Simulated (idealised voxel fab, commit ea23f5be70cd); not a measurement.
The following is a process module called voxel trench capacitor.
For reference, the cross-section in this document is cut, with width 220 nm and square cells of 5 nm.
Square cells in a grid make up a cross-section in this document, and the grid is given as bands, listed from the top down, each one or more rows of cells. First you get the band's top height and its bottom height, in nm, and then the materials it's made of, left to right, with each width in nm. If you see a single material with "everywhere", that one covers the band edge to edge. "blank" is empty space. Where do heights start? At 0: under that level the wafer as delivered is made of one material only. And the lowest band has no floor; it just carries on downward, as in "0 -> down". A two-number width, for instance "30..40", indicates that the width is equal to the first number in the top row of the band and to the second number in the bottom row, and that it changes by a constant amount per row of cells. You'll sometimes find "nothing different" written for a step, and that's the way of saying that nowhere in the cross-section did a cell change during that step. Voids not open to the top, 8 cells minimum: see "Voids, enclosed". Written width x height at distance; distance is from the left edge; nm. Past the settings on a step's line: simulator remark, on that step. overlay nm: right-of-plan distance of the mask on a masked step; negative values mean left-of-plan.
[Planned step list for the process]
1 RECEIVE [material Si]
2 CONFORMAL_DEP [material SiN] [thk nm 5]
3 DIRECTIONAL_DEP [material aC] [thk nm 10]
4 PATTERN [tone open] [mask id TRENCH] [material resist] [width nm 15] [pitch nm 40] [thk nm 30] [overlay nm -15]
5 DIRECTIONAL_ETCH [etch materials aC] [depth nm 10]
6 STRIP [etch materials resist]
7 DIRECTIONAL_ETCH [etch materials SiN] [depth nm 5]
8 DIRECTIONAL_ETCH [etch materials Si] [depth nm 25]
9 STRIP [etch materials aC]
10 CONFORMAL_DEP [material SiO2] [thk nm 5]
11 FILL_DEP [material polySi] [thk nm 5]
12 CMP [height nm 5]
The plan shows the overlay nm of step 4 as the first wafer had it; this setting differs between the wafers, which start out alike.
[Incoming state of the first of several wafers in cross-section: after step 1]
0 -> down = Si everywhere
Voids, enclosed: none
[The figure below presents a cross-section of the first of several wafers at the conclusion of the module, following its last step, step 12]
5 -> 0 = 45 of SiN; 5 of SiO2; 5 of polySi; 5 of SiO2; 25 of SiN; 5 of SiO2; 5 of polySi; 5 of SiO2; 25 of SiN; 5 of SiO2; 5 of polySi; 5 of SiO2; 80 of SiN
0 -> -20 = 45 of Si; 5 of SiO2; 5 of polySi; 5 of SiO2; 25 of Si; 5 of SiO2; 5 of polySi; 5 of SiO2; 25 of Si; 5 of SiO2; 5 of polySi; 5 of SiO2; 80 of Si
-20 -> -25 = 45 of Si; 15 of SiO2; 25 of Si; 15 of SiO2; 25 of Si; 15 of SiO2; 80 of Si
-25 -> down = Si everywhere
Voids, enclosed: none
[Here's the last wafer cross-sectioned at the end of the module]
5 -> 0 = 75 of SiN; 5 of SiO2; 5 of polySi; 5 of SiO2; 25 of SiN; 5 of SiO2; 5 of polySi; 5 of SiO2; 25 of SiN; 5 of SiO2; 5 of polySi; 5 of SiO2; 50 of SiN
0 -> -20 = 75 of Si; 5 of SiO2; 5 of polySi; 5 of SiO2; 25 of Si; 5 of SiO2; 5 of polySi; 5 of SiO2; 25 of Si; 5 of SiO2; 5 of polySi; 5 of SiO2; 50 of Si
-20 -> -25 = 75 of Si; 15 of SiO2; 25 of Si; 15 of SiO2; 25 of Si; 15 of SiO2; 50 of Si
-25 -> down = Si everywhere
Voids, enclosed: none
[Row per wafer, end-of-module: cell gain (+)/loss (-) by material since the wafer came in, then closed voids]
overlay nm -15 | -45 Si | +35 SiN | +39 SiO2 | +15 polySi | Voids, enclosed: none
overlay nm -10 | -45 Si | +35 SiN | +39 SiO2 | +15 polySi | Voids, enclosed: none
overlay nm -5 | -45 Si | +35 SiN | +39 SiO2 | +15 polySi | Voids, enclosed: none
overlay nm 0 | -45 Si | +35 SiN | +39 SiO2 | +15 polySi | Voids, enclosed: none
overlay nm 5 | -45 Si | +35 SiN | +39 SiO2 | +15 polySi | Voids, enclosed: none
overlay nm 10 | -45 Si | +35 SiN | +39 SiO2 | +15 polySi | Voids, enclosed: none
overlay nm 15 | -45 Si | +35 SiN | +39 SiO2 | +15 polySi | Voids, enclosed: none
